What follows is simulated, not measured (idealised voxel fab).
Title: Process Module voxel wiring stack
We display cut, a cross-section 230 nm in width whose square cells are each 5 nm.
Notation: cross-section as square-cell grid; stated in bands, top first, going down; one or more cell rows per band.
The entry gives the band's vertical extent as a top height and a bottom height in nm, then its horizontal make-up as materials from left to right, each with a width in nm. "empty" stands for empty space; a single material marked "all across" fills the band edge to edge.
Beneath 0, the wafer as received is one material, and that level is where height counting begins. The lowest band goes on downward without a bottom; it is written like "0 -> down".
A two-number width, for instance "30 to 40", indicates that the width is equal to the first number in the top row of the band and to the second number in the bottom row, and that it changes by a constant amount per row of cells.
For the purposes of this document, the phrase "no modification" attached to a step denotes that no cell within the cross-section was modified by that step.
Look at "Sealed-off cavities" for the closed voids: empty spaces with no open path to the top, sized 8 cells or up. Each is width x height at distance, distance from the left edge, all nm.
Text after the settings on a step's line: the simulator's own remark on that step.
overlay nm: how far to the right of its planned place the mask lay on this masked step (negative: to the left).

The following list gives the planned process steps
step 1: RECEIVE, material Si
step 2: CONFORMAL_DEP, material SiO2, thk nm 10
step 3: CONFORMAL_DEP, material SiCN, thk nm 5
step 4: DIRECTIONAL_DEP, material lowk, thk nm 25
step 5: DIRECTIONAL_DEP, material aC, thk nm 10
step 6: PATTERN, tone open, mask id METAL_1, material resist, width nm 30, pitch nm 45, thk nm 25, overlay nm 0
step 7: DIRECTIONAL_ETCH, etch materials aC, depth nm 10
step 8: STRIP, etch materials resist
step 9: DIRECTIONAL_ETCH, etch materials lowk, depth nm 25
step 10: DIRECTIONAL_ETCH, etch materials SiCN, depth nm 5
step 11: STRIP, etch materials aC
step 12: CONFORMAL_DEP, material TiN, thk nm 5
step 13: FILL_DEP, material Cu, thk nm 5
step 14: CMP, height nm 40
step 15: CONFORMAL_DEP, material SiCN, thk nm 5
step 16: DIRECTIONAL_DEP, material SiO2, thk nm 30
step 17: MASKED_ETCH, tone open, mask id METAL_2, width nm 30, pitch nm 45, etch materials SiO2, depth nm 20, overlay nm 0
step 18: DIRECTIONAL_DEP, material aC, thk nm 15
step 19: PATTERN, tone open, mask id METAL_2_HOLES, material resist, width nm 15, pitch nm 45, thk nm 30, overlay nm 0
step 20: DIRECTIONAL_ETCH, etch materials aC, depth nm 15
step 21: STRIP, etch materials resist
step 22: DIRECTIONAL_ETCH, etch materials SiO2, depth nm 10
step 23: DIRECTIONAL_ETCH, etch materials SiCN, depth nm 5
step 24: STRIP, etch materials aC
step 25: CONFORMAL_DEP, material TiN, thk nm 5
step 26: FILL_DEP, material Cu, thk nm 10
step 27: CMP, height nm 75
step 28: CONFORMAL_DEP, material SiCN, thk nm 5
step 29: DIRECTIONAL_DEP, material lowk, thk nm 30
step 30: MASKED_ETCH, tone open, mask id METAL_3, width nm 30, pitch nm 45, etch materials lowk, depth nm 20, overlay nm 0
step 31: DIRECTIONAL_DEP, material aC, thk nm 15
step 32: PATTERN, tone open, mask id METAL_3_HOLES, material resist, width nm 15, pitch nm 45, thk nm 30, overlay nm 0
step 33: DIRECTIONAL_ETCH, etch materials aC, depth nm 15
step 34: STRIP, etch materials resist
step 35: DIRECTIONAL_ETCH, etch materials lowk, depth nm 10
step 36: DIRECTIONAL_ETCH, etch materials SiCN, depth nm 5
step 37: STRIP, etch materials aC
step 38: CONFORMAL_DEP, material TiN, thk nm 5
step 39: FILL_DEP, material Ru, thk nm 5
step 40: CMP, height nm 110
step 41: CONFORMAL_DEP, material SiCN, thk nm 5

First of two wafers, with the run carried out as planned

Wafer cross-section on receipt, i.e. after step 1
  0 -> down: Si all across
  Sealed-off cavities: none

Sectional view: wafer, after step 2
  10 -> 0: SiO2 all across
  Heights below 0 show no change.

Sectional view: wafer, after step 3
  15 -> 10: SiCN all across
  Heights below 10 show no change.

Sectional view: wafer, after step 4
  40 -> 15: lowk all across
  Heights below 15 show no change.

Sectional view: wafer, after step 5
  50 -> 40: aC all across
  Heights below 40 show no change.

Sectional view: wafer, after step 6
  75 -> 50: resist=30  empty=30  resist=15  empty=30  resist=15  empty=30  resist=15  empty=30  resist=35
  Heights below 50 show no change.

Sectional view: wafer, after step 7
  65 -> 50: resist=30  empty=30  resist=15  empty=30  resist=15  empty=30  resist=15  empty=30  resist=35
  50 -> 40: aC=30  empty=30  aC=15  empty=30  aC=15  empty=30  aC=15  empty=30  aC=35
  Heights below 40 show no change.

Sectional view: wafer, after step 8
  50 -> 40: aC=30  empty=30  aC=15  empty=30  aC=15  empty=30  aC=15  empty=30  aC=35
  Heights below 40 show no change.

Sectional view: wafer, after step 9
  50 -> 40: aC=30  empty=30  aC=15  empty=30  aC=15  empty=30  aC=15  empty=30  aC=35
  40 -> 15: lowk=30  empty=30  lowk=15  empty=30  lowk=15  empty=30  lowk=15  empty=30  lowk=35
  Heights below 15 show no change.

Sectional view: wafer, after step 10
  50 -> 40: aC=30  empty=30  aC=15  empty=30  aC=15  empty=30  aC=15  empty=30  aC=35
  40 -> 15: lowk=30  empty=30  lowk=15  empty=30  lowk=15  empty=30  lowk=15  empty=30  lowk=35
  15 -> 10: SiCN=30  empty=30  SiCN=15  empty=30  SiCN=15  empty=30  SiCN=15  empty=30  SiCN=35
  Heights below 10 show no change.

Sectional view: wafer, after step 11
  40 -> 15: lowk=30  empty=30  lowk=15  empty=30  lowk=15  empty=30  lowk=15  empty=30  lowk=35
  Heights below 15 show no change.

Sectional view: wafer, after step 12
  45 -> 40: TiN=35  empty=20  TiN=25  empty=20  TiN=25  empty=20  TiN=25  empty=20  TiN=40
  40 -> 15: lowk=30  TiN=5  empty=20  TiN=5  lowk=15  TiN=5  empty=20  TiN=5  lowk=15  TiN=5  empty=20  TiN=5  lowk=15  TiN=5  empty=20  TiN=5  lowk=35
  15 -> 10: SiCN=30  TiN=30  SiCN=15  TiN=30  SiCN=15  TiN=30  SiCN=15  TiN=30  SiCN=35
  Heights below 10 show no change.

Sectional view: wafer, after step 13
  50 -> 45: Cu all across
  45 -> 40: TiN=35  Cu=20  TiN=25  Cu=20  TiN=25  Cu=20  TiN=25  Cu=20  TiN=40
  40 -> 15: lowk=30  TiN=5  Cu=20  TiN=5  lowk=15  TiN=5  Cu=20  TiN=5  lowk=15  TiN=5  Cu=20  TiN=5  lowk=15  TiN=5  Cu=20  TiN=5  lowk=35
  Heights below 15 show no change.

Sectional view: wafer, after step 14
  40 -> 15: lowk=30  TiN=5  Cu=20  TiN=5  lowk=15  TiN=5  Cu=20  TiN=5  lowk=15  TiN=5  Cu=20  TiN=5  lowk=15  TiN=5  Cu=20  TiN=5  lowk=35
  Heights below 15 show no change.

Sectional view: wafer, after step 15
  45 -> 40: SiCN all across
  Heights below 40 show no change.

Sectional view: wafer, after step 16
  75 -> 45: SiO2 all across
  Heights below 45 show no change.

Sectional view: wafer, after step 17
  75 -> 55: SiO2=30  empty=30  SiO2=15  empty=30  SiO2=15  empty=30  SiO2=15  empty=30  SiO2=35
  Heights below 55 show no change.

Sectional view: wafer, after step 18
  90 -> 75: aC=30  empty=30  aC=15  empty=30  aC=15  empty=30  aC=15  empty=30  aC=35
  75 -> 70: SiO2=30  empty=30  SiO2=15  empty=30  SiO2=15  empty=30  SiO2=15  empty=30  SiO2=35
  70 -> 55: SiO2=30  aC=30  SiO2=15  aC=30  SiO2=15  aC=30  SiO2=15  aC=30  SiO2=35
  Heights below 55 show no change.

Sectional view: wafer, after step 19
  120 -> 90: resist=30  empty=15  resist=30  empty=15  resist=30  empty=15  resist=30  empty=15  resist=50
  90 -> 75: aC=30  empty=15  resist=15  aC=15  empty=15  resist=15  aC=15  empty=15  resist=15  aC=15  empty=15  resist=15  aC=35
  75 -> 70: SiO2=30  empty=15  resist=15  SiO2=15  empty=15  resist=15  SiO2=15  empty=15  resist=15  SiO2=15  empty=15  resist=15  SiO2=35
  Heights below 70 show no change.

Sectional view: wafer, after step 20
  105 -> 90: resist=30  empty=15  resist=30  empty=15  resist=30  empty=15  resist=30  empty=15  resist=50
  90 -> 75: aC=30  empty=15  resist=15  aC=15  empty=15  resist=15  aC=15  empty=15  resist=15  aC=15  empty=15  resist=15  aC=35
  75 -> 70: SiO2=30  empty=15  resist=15  SiO2=15  empty=15  resist=15  SiO2=15  empty=15  resist=15  SiO2=15  empty=15  resist=15  SiO2=35
  70 -> 55: SiO2=30  empty=15  aC=15  SiO2=15  empty=15  aC=15  SiO2=15  empty=15  aC=15  SiO2=15  empty=15  aC=15  SiO2=35
  Heights below 55 show no change.

Sectional view: wafer, after step 21
  90 -> 75: aC=30  empty=30  aC=15  empty=30  aC=15  empty=30  aC=15  empty=30  aC=35
  75 -> 70: SiO2=30  empty=30  SiO2=15  empty=30  SiO2=15  empty=30  SiO2=15  empty=30  SiO2=35
  Heights below 70 show no change.

Sectional view: wafer, after step 22
  90 -> 75: aC=30  empty=30  aC=15  empty=30  aC=15  empty=30  aC=15  empty=30  aC=35
  75 -> 70: SiO2=30  empty=30  SiO2=15  empty=30  SiO2=15  empty=30  SiO2=15  empty=30  SiO2=35
  70 -> 55: SiO2=30  empty=15  aC=15  SiO2=15  empty=15  aC=15  SiO2=15  empty=15  aC=15  SiO2=15  empty=15  aC=15  SiO2=35
  55 -> 45: SiO2=30  empty=15  SiO2=30  empty=15  SiO2=30  empty=15  SiO2=30  empty=15  SiO2=50
  Heights below 45 show no change.

Sectional view: wafer, after step 23
  90 -> 75: aC=30  empty=30  aC=15  empty=30  aC=15  empty=30  aC=15  empty=30  aC=35
  75 -> 70: SiO2=30  empty=30  SiO2=15  empty=30  SiO2=15  empty=30  SiO2=15  empty=30  SiO2=35
  70 -> 55: SiO2=30  empty=15  aC=15  SiO2=15  empty=15  aC=15  SiO2=15  empty=15  aC=15  SiO2=15  empty=15  aC=15  SiO2=35
  55 -> 45: SiO2=30  empty=15  SiO2=30  empty=15  SiO2=30  empty=15  SiO2=30  empty=15  SiO2=50
  45 -> 40: SiCN=30  empty=15  SiCN=30  empty=15  SiCN=30  empty=15  SiCN=30  empty=15  SiCN=50
  Heights below 40 show no change.

Sectional view: wafer, after step 24
  75 -> 55: SiO2=30  empty=30  SiO2=15  empty=30  SiO2=15  empty=30  SiO2=15  empty=30  SiO2=35
  Heights below 55 show no change.

Sectional view: wafer, after step 25
  80 -> 75: TiN=35  empty=20  TiN=25  empty=20  TiN=25  empty=20  TiN=25  empty=20  TiN=40
  75 -> 60: SiO2=30  TiN=5  empty=20  TiN=5  SiO2=15  TiN=5  empty=20  TiN=5  SiO2=15  TiN=5  empty=20  TiN=5  SiO2=15  TiN=5  empty=20  TiN=5  SiO2=35
  60 -> 55: SiO2=30  TiN=5  empty=5  TiN=20  SiO2=15  TiN=5  empty=5  TiN=20  SiO2=15  TiN=5  empty=5  TiN=20  SiO2=15  TiN=5  empty=5  TiN=20  SiO2=35
  55 -> 45: SiO2=30  TiN=5  empty=5  TiN=5  SiO2=30  TiN=5  empty=5  TiN=5  SiO2=30  TiN=5  empty=5  TiN=5  SiO2=30  TiN=5  empty=5  TiN=5  SiO2=50
  45 -> 40: SiCN=30  TiN=15  SiCN=30  TiN=15  SiCN=30  TiN=15  SiCN=30  TiN=15  SiCN=50
  Heights below 40 show no change.

Sectional view: wafer, after step 26
  90 -> 80: Cu all across
  80 -> 75: TiN=35  Cu=20  TiN=25  Cu=20  TiN=25  Cu=20  TiN=25  Cu=20  TiN=40
  75 -> 60: SiO2=30  TiN=5  Cu=20  TiN=5  SiO2=15  TiN=5  Cu=20  TiN=5  SiO2=15  TiN=5  Cu=20  TiN=5  SiO2=15  TiN=5  Cu=20  TiN=5  SiO2=35
  60 -> 55: SiO2=30  TiN=5  Cu=5  TiN=20  SiO2=15  TiN=5  Cu=5  TiN=20  SiO2=15  TiN=5  Cu=5  TiN=20  SiO2=15  TiN=5  Cu=5  TiN=20  SiO2=35
  55 -> 45: SiO2=30  TiN=5  Cu=5  TiN=5  SiO2=30  TiN=5  Cu=5  TiN=5  SiO2=30  TiN=5  Cu=5  TiN=5  SiO2=30  TiN=5  Cu=5  TiN=5  SiO2=50
  Heights below 45 show no change.

Sectional view: wafer, after step 27
  75 -> 60: SiO2=30  TiN=5  Cu=20  TiN=5  SiO2=15  TiN=5  Cu=20  TiN=5  SiO2=15  TiN=5  Cu=20  TiN=5  SiO2=15  TiN=5  Cu=20  TiN=5  SiO2=35
  Heights below 60 show no change.

Sectional view: wafer, after step 28
  80 -> 75: SiCN all across
  Heights below 75 show no change.

Sectional view: wafer, after step 29
  110 -> 80: lowk all across
  Heights below 80 show no change.

Sectional view: wafer, after step 30
  110 -> 90: lowk=30  empty=30  lowk=15  empty=30  lowk=15  empty=30  lowk=15  empty=30  lowk=35
  Heights below 90 show no change.

Sectional view: wafer, after step 31
  125 -> 110: aC=30  empty=30  aC=15  empty=30  aC=15  empty=30  aC=15  empty=30  aC=35
  110 -> 105: lowk=30  empty=30  lowk=15  empty=30  lowk=15  empty=30  lowk=15  empty=30  lowk=35
  105 -> 90: lowk=30  aC=30  lowk=15  aC=30  lowk=15  aC=30  lowk=15  aC=30  lowk=35
  Heights below 90 show no change.

Sectional view: wafer, after step 32
  155 -> 125: resist=30  empty=15  resist=30  empty=15  resist=30  empty=15  resist=30  empty=15  resist=50
  125 -> 110: aC=30  empty=15  resist=15  aC=15  empty=15  resist=15  aC=15  empty=15  resist=15  aC=15  empty=15  resist=15  aC=35
  110 -> 105: lowk=30  empty=15  resist=15  lowk=15  empty=15  resist=15  lowk=15  empty=15  resist=15  lowk=15  empty=15  resist=15  lowk=35
  Heights below 105 show no change.

Sectional view: wafer, after step 33
  140 -> 125: resist=30  empty=15  resist=30  empty=15  resist=30  empty=15  resist=30  empty=15  resist=50
  125 -> 110: aC=30  empty=15  resist=15  aC=15  empty=15  resist=15  aC=15  empty=15  resist=15  aC=15  empty=15  resist=15  aC=35
  110 -> 105: lowk=30  empty=15  resist=15  lowk=15  empty=15  resist=15  lowk=15  empty=15  resist=15  lowk=15  empty=15  resist=15  lowk=35
  105 -> 90: lowk=30  empty=15  aC=15  lowk=15  empty=15  aC=15  lowk=15  empty=15  aC=15  lowk=15  empty=15  aC=15  lowk=35
  Heights below 90 show no change.

Sectional view: wafer, after step 34
  125 -> 110: aC=30  empty=30  aC=15  empty=30  aC=15  empty=30  aC=15  empty=30  aC=35
  110 -> 105: lowk=30  empty=30  lowk=15  empty=30  lowk=15  empty=30  lowk=15  empty=30  lowk=35
  Heights below 105 show no change.

Sectional view: wafer, after step 35
  125 -> 110: aC=30  empty=30  aC=15  empty=30  aC=15  empty=30  aC=15  empty=30  aC=35
  110 -> 105: lowk=30  empty=30  lowk=15  empty=30  lowk=15  empty=30  lowk=15  empty=30  lowk=35
  105 -> 90: lowk=30  empty=15  aC=15  lowk=15  empty=15  aC=15  lowk=15  empty=15  aC=15  lowk=15  empty=15  aC=15  lowk=35
  90 -> 80: lowk=30  empty=15  lowk=30  empty=15  lowk=30  empty=15  lowk=30  empty=15  lowk=50
  Heights below 80 show no change.

Sectional view: wafer, after step 36
  125 -> 110: aC=30  empty=30  aC=15  empty=30  aC=15  empty=30  aC=15  empty=30  aC=35
  110 -> 105: lowk=30  empty=30  lowk=15  empty=30  lowk=15  empty=30  lowk=15  empty=30  lowk=35
  105 -> 90: lowk=30  empty=15  aC=15  lowk=15  empty=15  aC=15  lowk=15  empty=15  aC=15  lowk=15  empty=15  aC=15  lowk=35
  90 -> 80: lowk=30  empty=15  lowk=30  empty=15  lowk=30  empty=15  lowk=30  empty=15  lowk=50
  80 -> 75: SiCN=30  empty=15  SiCN=30  empty=15  SiCN=30  empty=15  SiCN=30  empty=15  SiCN=50
  Heights below 75 show no change.

Sectional view: wafer, after step 37
  110 -> 90: lowk=30  empty=30  lowk=15  empty=30  lowk=15  empty=30  lowk=15  empty=30  lowk=35
  Heights below 90 show no change.

Sectional view: wafer, after step 38
  115 -> 110: TiN=35  empty=20  TiN=25  empty=20  TiN=25  empty=20  TiN=25  empty=20  TiN=40
  110 -> 95: lowk=30  TiN=5  empty=20  TiN=5  lowk=15  TiN=5  empty=20  TiN=5  lowk=15  TiN=5  empty=20  TiN=5  lowk=15  TiN=5  empty=20  TiN=5  lowk=35
  95 -> 90: lowk=30  TiN=5  empty=5  TiN=20  lowk=15  TiN=5  empty=5  TiN=20  lowk=15  TiN=5  empty=5  TiN=20  lowk=15  TiN=5  empty=5  TiN=20  lowk=35
  90 -> 80: lowk=30  TiN=5  empty=5  TiN=5  lowk=30  TiN=5  empty=5  TiN=5  lowk=30  TiN=5  empty=5  TiN=5  lowk=30  TiN=5  empty=5  TiN=5  lowk=50
  80 -> 75: SiCN=30  TiN=15  SiCN=30  TiN=15  SiCN=30  TiN=15  SiCN=30  TiN=15  SiCN=50
  Heights below 75 show no change.

Sectional view: wafer, after step 39
  120 -> 115: Ru all across
  115 -> 110: TiN=35  Ru=20  TiN=25  Ru=20  TiN=25  Ru=20  TiN=25  Ru=20  TiN=40
  110 -> 95: lowk=30  TiN=5  Ru=20  TiN=5  lowk=15  TiN=5  Ru=20  TiN=5  lowk=15  TiN=5  Ru=20  TiN=5  lowk=15  TiN=5  Ru=20  TiN=5  lowk=35
  95 -> 90: lowk=30  TiN=5  Ru=5  TiN=20  lowk=15  TiN=5  Ru=5  TiN=20  lowk=15  TiN=5  Ru=5  TiN=20  lowk=15  TiN=5  Ru=5  TiN=20  lowk=35
  90 -> 80: lowk=30  TiN=5  Ru=5  TiN=5  lowk=30  TiN=5  Ru=5  TiN=5  lowk=30  TiN=5  Ru=5  TiN=5  lowk=30  TiN=5  Ru=5  TiN=5  lowk=50
  Heights below 80 show no change.

Sectional view: wafer, after step 40
  110 -> 95: lowk=30  TiN=5  Ru=20  TiN=5  lowk=15  TiN=5  Ru=20  TiN=5  lowk=15  TiN=5  Ru=20  TiN=5  lowk=15  TiN=5  Ru=20  TiN=5  lowk=35
  Heights below 95 show no change.

Sectional view: wafer, after step 41
  115 -> 110: SiCN all across
  Heights below 110 show no change.

For the second wafer, take the first wafer's start and plan, then add one mistake made in running it; everything through step 16, that step included, is shared with the first

Second wafer: cross-section at the scheduled end of step 17
  75 -> 50: SiO2=30  empty=30  SiO2=15  empty=30  SiO2=15  empty=30  SiO2=15  empty=30  SiO2=35
  Heights below 50 show no change.

Second wafer: cross-section at the scheduled end of step 18
  90 -> 75: aC=30  empty=30  aC=15  empty=30  aC=15  empty=30  aC=15  empty=30  aC=35
  75 -> 65: SiO2=30  empty=30  SiO2=15  empty=30  SiO2=15  empty=30  SiO2=15  empty=30  SiO2=35
  65 -> 50: SiO2=30  aC=30  SiO2=15  aC=30  SiO2=15  aC=30  SiO2=15  aC=30  SiO2=35
  Heights below 50 show no change.

Second wafer: cross-section at the scheduled end of step 19
  120 -> 90: resist=30  empty=15  resist=30  empty=15  resist=30  empty=15  resist=30  empty=15  resist=50
  90 -> 75: aC=30  empty=15  resist=15  aC=15  empty=15  resist=15  aC=15  empty=15  resist=15  aC=15  empty=15  resist=15  aC=35
  75 -> 65: SiO2=30  empty=15  resist=15  SiO2=15  empty=15  resist=15  SiO2=15  empty=15  resist=15  SiO2=15  empty=15  resist=15  SiO2=35
  Heights below 65 show no change.

Second wafer: cross-section at the scheduled end of step 20
  105 -> 90: resist=30  empty=15  resist=30  empty=15  resist=30  empty=15  resist=30  empty=15  resist=50
  90 -> 75: aC=30  empty=15  resist=15  aC=15  empty=15  resist=15  aC=15  empty=15  resist=15  aC=15  empty=15  resist=15  aC=35
  75 -> 65: SiO2=30  empty=15  resist=15  SiO2=15  empty=15  resist=15  SiO2=15  empty=15  resist=15  SiO2=15  empty=15  resist=15  SiO2=35
  65 -> 50: SiO2=30  empty=15  aC=15  SiO2=15  empty=15  aC=15  SiO2=15  empty=15  aC=15  SiO2=15  empty=15  aC=15  SiO2=35
  Heights below 50 show no change.

Second wafer: cross-section at the scheduled end of step 21
  90 -> 75: aC=30  empty=30  aC=15  empty=30  aC=15  empty=30  aC=15  empty=30  aC=35
  75 -> 65: SiO2=30  empty=30  SiO2=15  empty=30  SiO2=15  empty=30  SiO2=15  empty=30  SiO2=35
  Heights below 65 show no change.

Second wafer: cross-section at the scheduled end of step 22
  90 -> 75: aC=30  empty=30  aC=15  empty=30  aC=15  empty=30  aC=15  empty=30  aC=35
  75 -> 65: SiO2=30  empty=30  SiO2=15  empty=30  SiO2=15  empty=30  SiO2=15  empty=30  SiO2=35
  65 -> 50: SiO2=30  empty=15  aC=15  SiO2=15  empty=15  aC=15  SiO2=15  empty=15  aC=15  SiO2=15  empty=15  aC=15  SiO2=35
  50 -> 45: SiO2=30  empty=15  SiO2=30  empty=15  SiO2=30  empty=15  SiO2=30  empty=15  SiO2=50
  Heights below 45 show no change.

Second wafer: cross-section at the scheduled end of step 23
  90 -> 75: aC=30  empty=30  aC=15  empty=30  aC=15  empty=30  aC=15  empty=30  aC=35
  75 -> 65: SiO2=30  empty=30  SiO2=15  empty=30  SiO2=15  empty=30  SiO2=15  empty=30  SiO2=35
  65 -> 50: SiO2=30  empty=15  aC=15  SiO2=15  empty=15  aC=15  SiO2=15  empty=15  aC=15  SiO2=15  empty=15  aC=15  SiO2=35
  50 -> 45: SiO2=30  empty=15  SiO2=30  empty=15  SiO2=30  empty=15  SiO2=30  empty=15  SiO2=50
  45 -> 40: SiCN=30  empty=15  SiCN=30  empty=15  SiCN=30  empty=15  SiCN=30  empty=15  SiCN=50
  Heights below 40 show no change.

Second wafer: cross-section at the scheduled end of step 24
  75 -> 50: SiO2=30  empty=30  SiO2=15  empty=30  SiO2=15  empty=30  SiO2=15  empty=30  SiO2=35
  Heights below 50 show no change.

Second wafer: cross-section at the scheduled end of step 25
  80 -> 75: TiN=35  empty=20  TiN=25  empty=20  TiN=25  empty=20  TiN=25  empty=20  TiN=40
  75 -> 55: SiO2=30  TiN=5  empty=20  TiN=5  SiO2=15  TiN=5  empty=20  TiN=5  SiO2=15  TiN=5  empty=20  TiN=5  SiO2=15  TiN=5  empty=20  TiN=5  SiO2=35
  55 -> 45: SiO2=30  TiN=5  empty=5  TiN=20 to 5  SiO2=15 to 30  TiN=5  empty=5  TiN=20 to 5  SiO2=15 to 30  TiN=5  empty=5  TiN=20 to 5  SiO2=15 to 30  TiN=5  empty=5  TiN=20 to 5  SiO2=35 to 50
  45 -> 40: SiCN=30  TiN=15  SiCN=30  TiN=15  SiCN=30  TiN=15  SiCN=30  TiN=15  SiCN=50
  Heights below 40 show no change.

Second wafer: cross-section at the scheduled end of step 26
  90 -> 80: Cu all across
  80 -> 75: TiN=35  Cu=20  TiN=25  Cu=20  TiN=25  Cu=20  TiN=25  Cu=20  TiN=40
  75 -> 55: SiO2=30  TiN=5  Cu=20  TiN=5  SiO2=15  TiN=5  Cu=20  TiN=5  SiO2=15  TiN=5  Cu=20  TiN=5  SiO2=15  TiN=5  Cu=20  TiN=5  SiO2=35
  55 -> 45: SiO2=30  TiN=5  Cu=5  TiN=20 to 5  SiO2=15 to 30  TiN=5  Cu=5  TiN=20 to 5  SiO2=15 to 30  TiN=5  Cu=5  TiN=20 to 5  SiO2=15 to 30  TiN=5  Cu=5  TiN=20 to 5  SiO2=35 to 50
  Heights below 45 show no change.

Second wafer: cross-section at the scheduled end of step 27
  75 -> 55: SiO2=30  TiN=5  Cu=20  TiN=5  SiO2=15  TiN=5  Cu=20  TiN=5  SiO2=15  TiN=5  Cu=20  TiN=5  SiO2=15  TiN=5  Cu=20  TiN=5  SiO2=35
  Heights below 55 show no change.

Second wafer: cross-section at the scheduled end of step 28
  80 -> 75: SiCN all across
  Heights below 75 show no change.

Second wafer: cross-section at the scheduled end of step 29
  110 -> 80: lowk all across
  Heights below 80 show no change.

Second wafer: cross-section at the scheduled end of step 30
  110 -> 90: lowk=30  empty=30  lowk=15  empty=30  lowk=15  empty=30  lowk=15  empty=30  lowk=35
  Heights below 90 show no change.

Second wafer: cross-section at the scheduled end of step 31
  125 -> 110: aC=30  empty=30  aC=15  empty=30  aC=15  empty=30  aC=15  empty=30  aC=35
  110 -> 105: lowk=30  empty=30  lowk=15  empty=30  lowk=15  empty=30  lowk=15  empty=30  lowk=35
  105 -> 90: lowk=30  aC=30  lowk=15  aC=30  lowk=15  aC=30  lowk=15  aC=30  lowk=35
  Heights below 90 show no change.

Second wafer: cross-section at the scheduled end of step 32
  155 -> 125: resist=30  empty=15  resist=30  empty=15  resist=30  empty=15  resist=30  empty=15  resist=50
  125 -> 110: aC=30  empty=15  resist=15  aC=15  empty=15  resist=15  aC=15  empty=15  resist=15  aC=15  empty=15  resist=15  aC=35
  110 -> 105: lowk=30  empty=15  resist=15  lowk=15  empty=15  resist=15  lowk=15  empty=15  resist=15  lowk=15  empty=15  resist=15  lowk=35
  Heights below 105 show no change.

Second wafer: cross-section at the scheduled end of step 33
  140 -> 125: resist=30  empty=15  resist=30  empty=15  resist=30  empty=15  resist=30  empty=15  resist=50
  125 -> 110: aC=30  empty=15  resist=15  aC=15  empty=15  resist=15  aC=15  empty=15  resist=15  aC=15  empty=15  resist=15  aC=35
  110 -> 105: lowk=30  empty=15  resist=15  lowk=15  empty=15  resist=15  lowk=15  empty=15  resist=15  lowk=15  empty=15  resist=15  lowk=35
  105 -> 90: lowk=30  empty=15  aC=15  lowk=15  empty=15  aC=15  lowk=15  empty=15  aC=15  lowk=15  empty=15  aC=15  lowk=35
  Heights below 90 show no change.

Second wafer: cross-section at the scheduled end of step 34
  125 -> 110: aC=30  empty=30  aC=15  empty=30  aC=15  empty=30  aC=15  empty=30  aC=35
  110 -> 105: lowk=30  empty=30  lowk=15  empty=30  lowk=15  empty=30  lowk=15  empty=30  lowk=35
  Heights below 105 show no change.

Second wafer: cross-section at the scheduled end of step 35
  125 -> 110: aC=30  empty=30  aC=15  empty=30  aC=15  empty=30  aC=15  empty=30  aC=35
  110 -> 105: lowk=30  empty=30  lowk=15  empty=30  lowk=15  empty=30  lowk=15  empty=30  lowk=35
  105 -> 90: lowk=30  empty=15  aC=15  lowk=15  empty=15  aC=15  lowk=15  empty=15  aC=15  lowk=15  empty=15  aC=15  lowk=35
  90 -> 80: lowk=30  empty=15  lowk=30  empty=15  lowk=30  empty=15  lowk=30  empty=15  lowk=50
  Heights below 80 show no change.

Second wafer: cross-section at the scheduled end of step 36
  125 -> 110: aC=30  empty=30  aC=15  empty=30  aC=15  empty=30  aC=15  empty=30  aC=35
  110 -> 105: lowk=30  empty=30  lowk=15  empty=30  lowk=15  empty=30  lowk=15  empty=30  lowk=35
  105 -> 90: lowk=30  empty=15  aC=15  lowk=15  empty=15  aC=15  lowk=15  empty=15  aC=15  lowk=15  empty=15  aC=15  lowk=35
  90 -> 80: lowk=30  empty=15  lowk=30  empty=15  lowk=30  empty=15  lowk=30  empty=15  lowk=50
  80 -> 75: SiCN=30  empty=15  SiCN=30  empty=15  SiCN=30  empty=15  SiCN=30  empty=15  SiCN=50
  Heights below 75 show no change.

Second wafer: cross-section at the scheduled end of step 37
  110 -> 90: lowk=30  empty=30  lowk=15  empty=30  lowk=15  empty=30  lowk=15  empty=30  lowk=35
  Heights below 90 show no change.

Second wafer: cross-section at the scheduled end of step 38
  115 -> 110: TiN=35  empty=20  TiN=25  empty=20  TiN=25  empty=20  TiN=25  empty=20  TiN=40
  110 -> 95: lowk=30  TiN=5  empty=20  TiN=5  lowk=15  TiN=5  empty=20  TiN=5  lowk=15  TiN=5  empty=20  TiN=5  lowk=15  TiN=5  empty=20  TiN=5  lowk=35
  95 -> 90: lowk=30  TiN=5  empty=5  TiN=20  lowk=15  TiN=5  empty=5  TiN=20  lowk=15  TiN=5  empty=5  TiN=20  lowk=15  TiN=5  empty=5  TiN=20  lowk=35
  90 -> 80: lowk=30  TiN=5  empty=5  TiN=5  lowk=30  TiN=5  empty=5  TiN=5  lowk=30  TiN=5  empty=5  TiN=5  lowk=30  TiN=5  empty=5  TiN=5  lowk=50
  80 -> 75: SiCN=30  TiN=15  SiCN=30  TiN=15  SiCN=30  TiN=15  SiCN=30  TiN=15  SiCN=50
  Heights below 75 show no change.

Second wafer: cross-section at the scheduled end of step 39
  120 -> 115: Ru all across
  115 -> 110: TiN=35  Ru=20  TiN=25  Ru=20  TiN=25  Ru=20  TiN=25  Ru=20  TiN=40
  110 -> 95: lowk=30  TiN=5  Ru=20  TiN=5  lowk=15  TiN=5  Ru=20  TiN=5  lowk=15  TiN=5  Ru=20  TiN=5  lowk=15  TiN=5  Ru=20  TiN=5  lowk=35
  95 -> 90: lowk=30  TiN=5  Ru=5  TiN=20  lowk=15  TiN=5  Ru=5  TiN=20  lowk=15  TiN=5  Ru=5  TiN=20  lowk=15  TiN=5  Ru=5  TiN=20  lowk=35
  90 -> 80: lowk=30  TiN=5  Ru=5  TiN=5  lowk=30  TiN=5  Ru=5  TiN=5  lowk=30  TiN=5  Ru=5  TiN=5  lowk=30  TiN=5  Ru=5  TiN=5  lowk=50
  Heights below 80 show no change.

Second wafer: cross-section at the scheduled end of step 40
  110 -> 95: lowk=30  TiN=5  Ru=20  TiN=5  lowk=15  TiN=5  Ru=20  TiN=5  lowk=15  TiN=5  Ru=20  TiN=5  lowk=15  TiN=5  Ru=20  TiN=5  lowk=35
  Heights below 95 show no change.

Second wafer: cross-section at the scheduled end of step 41
  115 -> 110: SiCN all across
  Heights below 110 show no change.
Deviation noted in wafer processing: note that step 17 departed from the planned setting and was carried out as MASKED_ETCH, tone open, mask id METAL_2, width nm 30, pitch nm 45, etch materials SiO2, depth nm 25, overlay nm 0
The closing comparison, in cells, has the second wafer with more or fewer of some materials than the first: Cu +12; SiO2 -12
